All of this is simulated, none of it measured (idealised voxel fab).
Process module name: voxel self aligned vias
Displayed cross-section: cut, width of 285 nm, square cells sized 5 nm.
The cross-sections in this document take the form of a grid made of square cells. They are written out as bands, in order from top to bottom. Each band consists of one or more rows of cells.
This entry defines a band. It first specifies the height of the band's top and the height of its bottom in nm, and then specifies the band's materials from left to right, stating each material with its width in nm. The word "full width" identifies a single material that fills the band from edge to edge, while the word "blank" identifies empty space.
Height is counted from the level 0, under which the received wafer is composed throughout of one material. The lowest of the bands is not closed at the bottom but continues downward, in the notation "from 0 down".
Read "30..40" as a graded width: first number on top, second number at the bottom, same change between each pair of neighbouring rows.
"no modifications" -> step changed no cross-section cell.
"Unvented voids" contains a list of empty spaces, each no smaller than 8 cells and without an open way to the top, written in the form width x height at distance with the distance from the left edge and all three in nm.
Where a step's line continues beyond its settings, the continuation is a remark by the simulator itself on that step.
Regarding "overlay nm": on a step with a mask, it is the distance the mask lay to the right of its planned place; a negative value places it to the left.

-- Set out below are the planned steps of the process
| 1 | RECEIVE (material Si) |
| 2 | CONFORMAL_DEP (material SiO2; thk nm 10) |
| 3 | CONFORMAL_DEP (material SiCN; thk nm 5) |
| 4 | DIRECTIONAL_DEP (material SiO2; thk nm 30) |
| 5 | PATTERN (tone open; mask id LINES; material resist; width nm 30; pitch nm 60; thk nm 15; overlay nm 0) |
| 6 | DIRECTIONAL_ETCH (etch materials SiO2; depth nm 30) |
| 7 | STRIP (etch materials resist) |
| 8 | CONFORMAL_DEP (material TiN; thk nm 5) |
| 9 | FILL_DEP (material W; thk nm 5) |
| 10 | CMP (height nm 40) |
| 11 | SELECTIVE_ETCH (etch materials W Ru TiN; depth nm 10) |
| 12 | FILL_DEP (material SiN; thk nm 5) |
| 13 | CMP (height nm 45) |
| 14 | DIRECTIONAL_DEP (material SiO2; thk nm 15) |
| 15 | MASKED_ETCH (tone open; mask id VIAS; width nm 40; pitch nm 60; etch materials SiO2; depth nm 15; overlay nm 0) |
| 16 | MASKED_ETCH (tone open; mask id VIAS; width nm 40; pitch nm 60; etch materials SiN; depth nm 10; overlay nm 0) |
| 17 | CONFORMAL_DEP (material TiN; thk nm 5) |
| 18 | FILL_DEP (material W; thk nm 10) |
| 19 | CMP (height nm 60) |
| 20 | CONFORMAL_DEP (material SiCN; thk nm 5) |
The plan's step 10 height nm is the first wafer's value; the wafers differ in this setting and start identical.

-- First wafer of several, as received: cross-section after step 1
- from 0 down: Si full width
- Unvented voids: none

-- Here is the cross-section of the first of several wafers at the end of the module, after its last step, step 20
- from 65 to 60: SiCN full width
- from 60 to 45: 90 of SiO2 | 5 of TiN | 30 of W | 5 of TiN | 20 of SiO2 | 5 of TiN | 30 of W | 5 of TiN | 95 of SiO2
- from 45 to 40: 90 of SiN | 10 of TiN | 20 of W | 10 of TiN | 20 of SiN | 10 of TiN | 20 of W | 10 of TiN | 95 of SiN
- from 40 to 35: 95 of SiO2 | 30 of TiN | 30 of SiO2 | 30 of TiN | 100 of SiO2
- from 35 to 30: 95 of SiO2 | 30 of SiN | 30 of SiO2 | 30 of SiN | 100 of SiO2
- from 30 to 20: 95 of SiO2 | 5 of TiN | 20 of W | 5 of TiN | 30 of SiO2 | 5 of TiN | 20 of W | 5 of TiN | 100 of SiO2
- from 20 to 15: 95 of SiO2 | 30 of TiN | 30 of SiO2 | 30 of TiN | 100 of SiO2
- from 15 to 10: SiCN full width
- from 10 to 0: SiO2 full width
- from 0 down: Si full width
- Unvented voids: none

-- Cross-sectional depiction of the last of several wafers upon completion of the module
- from 65 to 60: SiCN full width
- from 60 to 50: 90 of SiO2 | 5 of TiN | 30 of W | 5 of TiN | 20 of SiO2 | 5 of TiN | 30 of W | 5 of TiN | 95 of SiO2
- from 50 to 45: 90 of SiO2 | 40 of TiN | 20 of SiO2 | 40 of TiN | 95 of SiO2
- from 45 to 20: 95 of SiO2 | 5 of TiN | 20 of W | 5 of TiN | 30 of SiO2 | 5 of TiN | 20 of W | 5 of TiN | 100 of SiO2
- from 20 to 15: 95 of SiO2 | 30 of TiN | 30 of SiO2 | 30 of TiN | 100 of SiO2
- from 15 to 10: SiCN full width
- from 10 to 0: SiO2 full width
- from 0 down: Si full width
- Unvented voids: none

-- Row per wafer, end-of-module: cell gain (+)/loss (-) by material since the wafer came in, then closed voids
height nm 40; +114 SiCN; +53 SiN; +462 SiO2; +52 TiN; +60 W; Unvented voids: none
height nm 45; +114 SiCN; +507 SiO2; +56 TiN; +64 W; Unvented voids: none
height nm 50; +114 SiCN; +507 SiO2; +56 TiN; +64 W; Unvented voids: none
height nm 55; +114 SiCN; +507 SiO2; +56 TiN; +64 W; Unvented voids: none
